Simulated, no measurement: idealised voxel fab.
Title: Process Module voxel self aligned vias
Cross-section cut spans 225 nm and uses square cells 5 nm in size.
We lay out every cross-section as a grid of square cells and spell it out in bands from the top down, where one band means one or more rows of cells.
It is stipulated that each band's entry specify, in nanometres, the height of the top of the band and then that of its bottom, followed by the materials of the band in left-to-right sequence, each together with its width in nanometres. A single material marked by the word "throughout" is understood to fill the band from edge to edge; the word "air" is understood to denote empty space.
Height reference: 0 = level under which incoming wafer is all one material. Lowest band: no bottom, runs on downward, e.g. "0 down".
Think of "30->40" as a width that walks from the first number to the second as you go down the band, top row to bottom row, taking equal-sized steps from row to row.
"no modification" (step): cross-section cells unchanged, all of them.
"Sealed void list": sealed empty spaces, 8 cells or more, no open way to top, listed width x height at distance, with distance from the left edge and width, height and distance in nm.
Heads up: the bit after the settings on a step's line is the simulator's remark on that step.
On any step carrying a mask, the "overlay nm" setting, if present on the step's line, tells how far right of its planned place the mask lay; negative values point to the left.
## Set out below are the planned steps of the process
1: RECEIVE (material Si)
2: CONFORMAL_DEP (material SiO2; thk nm 10)
3: CONFORMAL_DEP (material SiCN; thk nm 5)
4: DIRECTIONAL_DEP (material lowk; thk nm 20)
5: PATTERN (tone open; mask id LINES; material resist; width nm 20; pitch nm 60; thk nm 15; overlay nm 0)
6: DIRECTIONAL_ETCH (etch materials lowk; depth nm 20)
7: STRIP (etch materials resist)
8: CONFORMAL_DEP (material TiN; thk nm 5)
9: FILL_DEP (material W; thk nm 5)
10: CMP (height nm 35)
11: SELECTIVE_ETCH (etch materials W Ru TiN; depth nm 5)
12: FILL_DEP (material SiN; thk nm 10)
13: CMP (height nm 35)
14: DIRECTIONAL_DEP (material lowk; thk nm 15)
15: DIRECTIONAL_DEP (material aC; thk nm 15)
16: PATTERN (tone open; mask id VIAS; material resist; width nm 40; pitch nm 60; thk nm 30; overlay nm 0)
17: DIRECTIONAL_ETCH (etch materials aC; depth nm 15)
18: STRIP (etch materials resist)
19: DIRECTIONAL_ETCH (etch materials lowk; depth nm 15)
20: DIRECTIONAL_ETCH (etch materials SiN; depth nm 5)
21: STRIP (etch materials aC)
22: CONFORMAL_DEP (material TiN; thk nm 5)
23: FILL_DEP (material Cu; thk nm 5)
24: CMP (height nm 50)
25: CONFORMAL_DEP (material SiN; thk nm 5)
## Wafer cross-section on receipt, i.e. after step 1
> 0 down = Si throughout
> Sealed void list: none
## First of two wafers, end-of-module section, run followed plan
> 55 to 50 = SiN throughout
> 50 to 40 = lowk: 60 | TiN: 5 | Cu: 30 | TiN: 5 | lowk: 20 | TiN: 5 | Cu: 30 | TiN: 5 | lowk: 65
> 40 to 35 = lowk: 60 | TiN: 15 | Cu: 10 | TiN: 15 | lowk: 20 | TiN: 15 | Cu: 10 | TiN: 15 | lowk: 65
> 35 to 30 = lowk: 70 | TiN: 20 | lowk: 40 | TiN: 20 | lowk: 75
> 30 to 20 = lowk: 70 | TiN: 5 | W: 10 | TiN: 5 | lowk: 40 | TiN: 5 | W: 10 | TiN: 5 | lowk: 75
> 20 to 15 = lowk: 70 | TiN: 20 | lowk: 40 | TiN: 20 | lowk: 75
> 15 to 10 = SiCN throughout
> 10 to 0 = SiO2 throughout
> 0 down = Si throughout
> Sealed void list: none
## Second wafer through the module, sectioned at the end: same beginning and same plan as the first wafer, with one mistake in carrying it out
> 55 to 50 = SiN throughout
> 50 to 40 = Cu: 55 | TiN: 5 | lowk: 40 | TiN: 5 | Cu: 10 | TiN: 5 | lowk: 40 | TiN: 5 | Cu: 60
> 40 to 35 = TiN: 60 | lowk: 40 | TiN: 20 | lowk: 40 | TiN: 65
> 35 to 30 = lowk: 70 | SiN: 20 | lowk: 40 | SiN: 20 | lowk: 75
> 30 to 20 = lowk: 70 | TiN: 5 | W: 10 | TiN: 5 | lowk: 40 | TiN: 5 | W: 10 | TiN: 5 | lowk: 75
> 20 to 15 = lowk: 70 | TiN: 20 | lowk: 40 | TiN: 20 | lowk: 75
> 15 to 10 = SiCN throughout
> 10 to 0 = SiO2 throughout
> 0 down = Si throughout
> Sealed void list: none
Run error: step 16 did not happen as planned, as run it was PATTERN (tone cover; mask id VIAS; material resist; width nm 40; pitch nm 60; thk nm 30; overlay nm 0)
Final wafer comparison in cells, second versus first, more or fewer per material: +22 Cu, +8 SiN, +9 TiN, -39 lowk
